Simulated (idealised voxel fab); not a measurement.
Proc. module: voxel capacitor over wiring
Section shown: cut. Width: 145 nm. Cell size: 5 nm, square.
Think of the cross-section as a grid of square cells. We describe it in bands, top to bottom, and each band covers one or more rows of those cells. This entry defines a band. It first specifies the height of the band's top and the height of its bottom in nm, and then specifies the band's materials from left to right, stating each material with its width in nm. The word "all across" identifies a single material that fills the band from edge to edge, while the word "air" identifies empty space. Measure heights from 0. That's the level where, below it, the as-received wafer is all one material. The lowest band is bottomless and extends downward; write it as in "0 and below". The width entry "30 to 40" should be interpreted row by row: the top row of cells in the band takes the first number, the bottom row takes the second number, and the change between adjacent rows is uniform throughout. Step marked "nothing was modified"? Then no cell in the cross-section changed in it. Entry "Unvented cavities" = empty spaces >= 8 cells with no open way to the top; each as width x height at distance, distance from left edge, all nm. Past the settings on a step's line: simulator remark, on that step. overlay nm: for a step with a mask, the amount by which the mask lay right of where it was planned; a negative amount means left of it.

### These are the steps we planned for the process
step 1: RECEIVE | material Si
step 2: CONFORMAL_DEP | material SiO2 | thk nm 10
step 3: CONFORMAL_DEP | material SiN | thk nm 5
step 4: DIRECTIONAL_DEP | material SiO2 | thk nm 15
step 5: PATTERN | tone open | mask id METAL_1 | material resist | width nm 20 | pitch nm 75 | thk nm 15 | overlay nm 0
step 6: DIRECTIONAL_ETCH | etch materials SiO2 | depth nm 15
step 7: DIRECTIONAL_ETCH | etch materials SiN | depth nm 5
step 8: STRIP | etch materials resist
step 9: CONFORMAL_DEP | material TiN | thk nm 5
step 10: FILL_DEP | material Cu | thk nm 5
step 11: CMP | height nm 30
step 12: CONFORMAL_DEP | material SiCN | thk nm 5
step 13: DIRECTIONAL_DEP | material SiO2 | thk nm 20
step 14: PATTERN | tone open | mask id PLUG_1 | material resist | width nm 15 | thk nm 15 | overlay nm 0
step 15: DIRECTIONAL_ETCH | etch materials SiO2 | depth nm 20
step 16: DIRECTIONAL_ETCH | etch materials SiCN | depth nm 5
step 17: STRIP | etch materials resist
step 18: CONFORMAL_DEP | material TiN | thk nm 5
step 19: FILL_DEP | material Cu | thk nm 10
step 20: CMP | height nm 55
step 21: DIRECTIONAL_DEP | material TiN | thk nm 5
step 22: DIRECTIONAL_DEP | material SiN | thk nm 5
step 23: DIRECTIONAL_DEP | material TiN | thk nm 5
step 24: PATTERN | tone cover | mask id UPPER_PLATE | material resist | width nm 60 | thk nm 15 | overlay nm 0
step 25: DIRECTIONAL_ETCH | etch materials TiN | depth nm 5
step 26: DIRECTIONAL_ETCH | etch materials SiN | depth nm 5
step 27: STRIP | etch materials resist
step 28: PATTERN | tone cover | mask id LOWER_PLATE | material resist | width nm 70 | thk nm 20 | overlay nm 0
step 29: DIRECTIONAL_ETCH | etch materials TiN | depth nm 5
step 30: STRIP | etch materials resist
step 31: FILL_DEP | material SiO2 | thk nm 20
step 32: CMP | height nm 85
step 33: PATTERN | tone open | mask id PLUG_2 | material resist | width nm 15 | thk nm 15 | overlay nm 0
step 34: DIRECTIONAL_ETCH | etch materials SiO2 | depth nm 15
step 35: STRIP | etch materials resist
step 36: CONFORMAL_DEP | material TiN | thk nm 5
step 37: FILL_DEP | material Ru | thk nm 10
step 38: CMP | height nm 85
step 39: CONFORMAL_DEP | material SiN | thk nm 5

### The first of two wafers, run as planned

### Wafer cross-section on receipt, i.e. after step 1
  0 and below: Si all across
  Unvented cavities: none

### Cross-section of the wafer subsequent to step 2
  10 down to 0: SiO2 all across
  Below a height of 0, the structure has not been altered.

### Cross-section of the wafer subsequent to step 3
  15 down to 10: SiN all across
  Below a height of 10, the structure has not been altered.

### Cross-section of the wafer subsequent to step 4
  30 down to 15: SiO2 all across
  Below a height of 15, the structure has not been altered.

### Cross-section of the wafer subsequent to step 5
  45 down to 30: resist: 25  air: 20  resist: 55  air: 20  resist: 25
  Below a height of 30, the structure has not been altered.

### Cross-section of the wafer subsequent to step 6
  45 down to 30: resist: 25  air: 20  resist: 55  air: 20  resist: 25
  30 down to 15: SiO2: 25  air: 20  SiO2: 55  air: 20  SiO2: 25
  Below a height of 15, the structure has not been altered.

### Cross-section of the wafer subsequent to step 7
  45 down to 30: resist: 25  air: 20  resist: 55  air: 20  resist: 25
  30 down to 15: SiO2: 25  air: 20  SiO2: 55  air: 20  SiO2: 25
  15 down to 10: SiN: 25  air: 20  SiN: 55  air: 20  SiN: 25
  Below a height of 10, the structure has not been altered.

### Cross-section of the wafer subsequent to step 8
  30 down to 15: SiO2: 25  air: 20  SiO2: 55  air: 20  SiO2: 25
  Below a height of 15, the structure has not been altered.

### Cross-section of the wafer subsequent to step 9
  35 down to 30: TiN: 30  air: 10  TiN: 65  air: 10  TiN: 30
  30 down to 15: SiO2: 25  TiN: 5  air: 10  TiN: 5  SiO2: 55  TiN: 5  air: 10  TiN: 5  SiO2: 25
  15 down to 10: SiN: 25  TiN: 20  SiN: 55  TiN: 20  SiN: 25
  Below a height of 10, the structure has not been altered.

### Cross-section of the wafer subsequent to step 10
  40 down to 35: Cu all across
  35 down to 30: TiN: 30  Cu: 10  TiN: 65  Cu: 10  TiN: 30
  30 down to 15: SiO2: 25  TiN: 5  Cu: 10  TiN: 5  SiO2: 55  TiN: 5  Cu: 10  TiN: 5  SiO2: 25
  Below a height of 15, the structure has not been altered.

### Cross-section of the wafer subsequent to step 11
  30 down to 15: SiO2: 25  TiN: 5  Cu: 10  TiN: 5  SiO2: 55  TiN: 5  Cu: 10  TiN: 5  SiO2: 25
  Below a height of 15, the structure has not been altered.

### Cross-section of the wafer subsequent to step 12
  35 down to 30: SiCN all across
  Below a height of 30, the structure has not been altered.

### Cross-section of the wafer subsequent to step 13
  55 down to 35: SiO2 all across
  Below a height of 35, the structure has not been altered.

### Cross-section of the wafer subsequent to step 14
  70 down to 55: resist: 30  air: 15  resist: 100
  Below a height of 55, the structure has not been altered.

### Cross-section of the wafer subsequent to step 15
  70 down to 55: resist: 30  air: 15  resist: 100
  55 down to 35: SiO2: 30  air: 15  SiO2: 100
  Below a height of 35, the structure has not been altered.

### Cross-section of the wafer subsequent to step 16
  70 down to 55: resist: 30  air: 15  resist: 100
  55 down to 35: SiO2: 30  air: 15  SiO2: 100
  35 down to 30: SiCN: 30  air: 15  SiCN: 100
  Below a height of 30, the structure has not been altered.

### Cross-section of the wafer subsequent to step 17
  55 down to 35: SiO2: 30  air: 15  SiO2: 100
  Below a height of 35, the structure has not been altered.

### Cross-section of the wafer subsequent to step 18
  60 down to 55: TiN: 35  air: 5  TiN: 105
  55 down to 35: SiO2: 30  TiN: 5  air: 5  TiN: 5  SiO2: 100
  35 down to 30: SiCN: 30  TiN: 15  SiCN: 100
  Below a height of 30, the structure has not been altered.

### Cross-section of the wafer subsequent to step 19
  70 down to 60: Cu all across
  60 down to 55: TiN: 35  Cu: 5  TiN: 105
  55 down to 35: SiO2: 30  TiN: 5  Cu: 5  TiN: 5  SiO2: 100
  Below a height of 35, the structure has not been altered.

### Cross-section of the wafer subsequent to step 20
  55 down to 35: SiO2: 30  TiN: 5  Cu: 5  TiN: 5  SiO2: 100
  Below a height of 35, the structure has not been altered.

### Cross-section of the wafer subsequent to step 21
  60 down to 55: TiN all across
  Below a height of 55, the structure has not been altered.

### Cross-section of the wafer subsequent to step 22
  65 down to 60: SiN all across
  Below a height of 60, the structure has not been altered.

### Cross-section of the wafer subsequent to step 23
  70 down to 65: TiN all across
  Below a height of 65, the structure has not been altered.

### Cross-section of the wafer subsequent to step 24
  85 down to 70: air: 30  resist: 60  air: 55
  Below a height of 70, the structure has not been altered.

### Cross-section of the wafer subsequent to step 25
  85 down to 70: air: 30  resist: 60  air: 55
  70 down to 65: air: 30  TiN: 60  air: 55
  Below a height of 65, the structure has not been altered.

### Cross-section of the wafer subsequent to step 26
  85 down to 70: air: 30  resist: 60  air: 55
  70 down to 65: air: 30  TiN: 60  air: 55
  65 down to 60: air: 30  SiN: 60  air: 55
  Below a height of 60, the structure has not been altered.

### Cross-section of the wafer subsequent to step 27
  70 down to 65: air: 30  TiN: 60  air: 55
  Below a height of 65, the structure has not been altered.

### Cross-section of the wafer subsequent to step 28
  90 down to 70: air: 25  resist: 70  air: 50
  70 down to 65: air: 25  resist: 5  TiN: 60  resist: 5  air: 50
  65 down to 60: air: 25  resist: 5  SiN: 60  resist: 5  air: 50
  Below a height of 60, the structure has not been altered.

### Cross-section of the wafer subsequent to step 29
  90 down to 70: air: 25  resist: 70  air: 50
  70 down to 65: air: 25  resist: 5  TiN: 60  resist: 5  air: 50
  65 down to 60: air: 25  resist: 5  SiN: 60  resist: 5  air: 50
  60 down to 55: air: 25  TiN: 70  air: 50
  Below a height of 55, the structure has not been altered.

### Cross-section of the wafer subsequent to step 30
  70 down to 65: air: 30  TiN: 60  air: 55
  65 down to 60: air: 30  SiN: 60  air: 55
  Below a height of 60, the structure has not been altered.

### Cross-section of the wafer subsequent to step 31
  90 down to 70: SiO2 all across
  70 down to 65: SiO2: 30  TiN: 60  SiO2: 55
  65 down to 60: SiO2: 30  SiN: 60  SiO2: 55
  60 down to 55: SiO2: 25  TiN: 70  SiO2: 50
  Below a height of 55, the structure has not been altered.

### Cross-section of the wafer subsequent to step 32
  85 down to 70: SiO2 all across
  Below a height of 70, the structure has not been altered.

### Cross-section of the wafer subsequent to step 33
  100 down to 85: resist: 40  air: 15  resist: 90
  Below a height of 85, the structure has not been altered.

### Cross-section of the wafer subsequent to step 34
  100 down to 85: resist: 40  air: 15  resist: 90
  85 down to 70: SiO2: 40  air: 15  SiO2: 90
  Below a height of 70, the structure has not been altered.

### Cross-section of the wafer subsequent to step 35
  85 down to 70: SiO2: 40  air: 15  SiO2: 90
  Below a height of 70, the structure has not been altered.

### Cross-section of the wafer subsequent to step 36
  90 down to 85: TiN: 45  air: 5  TiN: 95
  85 down to 75: SiO2: 40  TiN: 5  air: 5  TiN: 5  SiO2: 90
  75 down to 65: SiO2: 40 to 30  TiN: 15 to 60  SiO2: 90 to 55
  Below a height of 65, the structure has not been altered.

### Cross-section of the wafer subsequent to step 37
  100 down to 90: Ru all across
  90 down to 85: TiN: 45  Ru: 5  TiN: 95
  85 down to 75: SiO2: 40  TiN: 5  Ru: 5  TiN: 5  SiO2: 90
  Below a height of 75, the structure has not been altered.

### Cross-section of the wafer subsequent to step 38
  85 down to 75: SiO2: 40  TiN: 5  Ru: 5  TiN: 5  SiO2: 90
  Below a height of 75, the structure has not been altered.

### Cross-section of the wafer subsequent to step 39
  90 down to 85: SiN all across
  Below a height of 85, the structure has not been altered.

### Wafer two. Identical start, identical plan. One mistake in execution. Identical history through step 36

### Cross-section of the second wafer at the time by which step 37 should have been completed according to the plan
  100 down to 90: SiCN all across
  90 down to 85: TiN: 45  SiCN: 5  TiN: 95
  85 down to 75: SiO2: 40  TiN: 5  SiCN: 5  TiN: 5  SiO2: 90
  Below a height of 75, the structure has not been altered.

### Cross-section of the second wafer at the time by which step 38 should have been completed according to the plan
  85 down to 75: SiO2: 40  TiN: 5  SiCN: 5  TiN: 5  SiO2: 90
  Below a height of 75, the structure has not been altered.

### Cross-section of the second wafer at the time by which step 39 should have been completed according to the plan
  90 down to 85: SiN all across
  Below a height of 85, the structure has not been altered.
Plan not followed: step 37 ran with different settings than intended, the actual operation and settings being FILL_DEP | material SiCN | thk nm 10
Once processing is complete, comparing cell counts shows that the second wafer has more or fewer of certain materials than the first: -2 Ru; +2 SiCN
